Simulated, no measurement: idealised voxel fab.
Process module, titled voxel capacitor over wiring
Cross-sectional view cut (width: 300 nm; square cell size: 5 nm).
Think of the cross-section as a grid of square cells. We describe it in bands, top to bottom, and each band covers one or more rows of those cells.
Top height, bottom height, nm. Materials left to right, width each, nm. Single material + "throughout" = fills band edge to edge. "air" = empty.
Where do heights start? At 0: under that level the wafer as delivered is made of one material only. And the lowest band has no floor; it just carries on downward, as in "0 -> down".
Note: "30..40" means the width goes from the first number (top row of the band) to the second number (bottom row) in equal steps per row of cells.
Step note "all unchanged" = no cross-section cell changed.
The entry titled "Fully enclosed voids" provides the empty spaces that have no open way to the top, restricted to those of 8 cells or more. Each is presented as width x height at distance, the distance being measured from the left edge, with all three in nm.
after a step's settings: what the simulator itself notes on the step
A step's line can hold "overlay nm"; with a mask on that step, the setting says how far right of the planned place the mask lay, while a negative setting says it lay to the left.

List of planned process steps:
1. RECEIVE,material Si
2. CONFORMAL_DEP,material SiO2,thk nm 15
3. DIRECTIONAL_DEP,material TiN,thk nm 5
4. DIRECTIONAL_DEP,material Ru,thk nm 5
5. DIRECTIONAL_DEP,material aC,thk nm 10
6. PATTERN,tone cover,mask id METAL_1,material resist,width nm 25,pitch nm 80,thk nm 25,overlay nm 0
7. DIRECTIONAL_ETCH,etch materials aC,depth nm 10
8. STRIP,etch materials resist
9. DIRECTIONAL_ETCH,etch materials Ru,depth nm 15
10. DIRECTIONAL_ETCH,etch materials TiN,depth nm 5
11. STRIP,etch materials aC
12. FILL_DEP,material SiO2,thk nm 10
13. CMP,height nm 35
14. CONFORMAL_DEP,material SiCN,thk nm 5
15. DIRECTIONAL_DEP,material SiO2,thk nm 20
16. MASKED_ETCH,tone open,mask id PLUG_1,width nm 15,etch materials SiO2,depth nm 20,overlay nm 0
17. MASKED_ETCH,tone open,mask id PLUG_1,width nm 15,etch materials SiCN,depth nm 5,overlay nm 0
18. CONFORMAL_DEP,material TiN,thk nm 5
19. FILL_DEP,material Ru,thk nm 5
20. CMP,height nm 60
21. DIRECTIONAL_DEP,material TiN,thk nm 10
22. DIRECTIONAL_DEP,material Al2O3,thk nm 5
23. DIRECTIONAL_DEP,material TiN,thk nm 5
24. MASKED_ETCH,tone cover,mask id UPPER_PLATE,width nm 60,etch materials TiN,depth nm 5,overlay nm 0
25. MASKED_ETCH,tone cover,mask id UPPER_PLATE,width nm 60,etch materials Al2O3,depth nm 5,overlay nm 0
26. MASKED_ETCH,tone cover,mask id LOWER_PLATE,width nm 70,etch materials TiN,depth nm 10,overlay nm 0
27. FILL_DEP,material SiO2,thk nm 15
28. CMP,height nm 90
29. DIRECTIONAL_DEP,material aC,thk nm 15
30. PATTERN,tone open,mask id PLUG_2,material resist,width nm 15,thk nm 35,overlay nm 0
31. DIRECTIONAL_ETCH,etch materials aC,depth nm 15
32. STRIP,etch materials resist
33. DIRECTIONAL_ETCH,etch materials SiO2,depth nm 10
34. STRIP,etch materials aC
35. CONFORMAL_DEP,material TiN,thk nm 5
36. FILL_DEP,material Ru,thk nm 5
37. CMP,height nm 90
38. CONFORMAL_DEP,material SiN,thk nm 5
Split variable: thk nm, step 4. Plan value = first wafer. Wafers start alike.

Cross-section of the first of several received wafers, showing its state after step 1:
  0 -> down: Si throughout
  Fully enclosed voids: none

Quick key for the table: a row per wafer, taken at the end of the module. For each material it tells you how many cells the wafer gained (+) or lost (-) since it came in, and the closed voids come after:
thk nm 5, +12 Al2O3, +15 Ru, +57 SiCN, +60 SiN, +930 SiO2, +66 TiN, Fully enclosed voids: none
thk nm 10, +12 Al2O3, +25 Ru, +57 SiCN, +60 SiN, +920 SiO2, +66 TiN, Fully enclosed voids: none
thk nm 15, +12 Al2O3, +35 Ru, +57 SiCN, +60 SiN, +910 SiO2, +66 TiN, Fully enclosed voids: none
thk nm 20, +12 Al2O3, +85 Ru, +57 SiCN, +60 SiN, +810 SiO2, +116 TiN, Fully enclosed voids: none
thk nm 25, +12 Al2O3, +135 Ru, +57 SiCN, +60 SiN, +760 SiO2, +116 TiN, Fully enclosed voids: none
thk nm 30, +12 Al2O3, +185 Ru, +57 SiCN, +60 SiN, +710 SiO2, +116 TiN, Fully enclosed voids: none
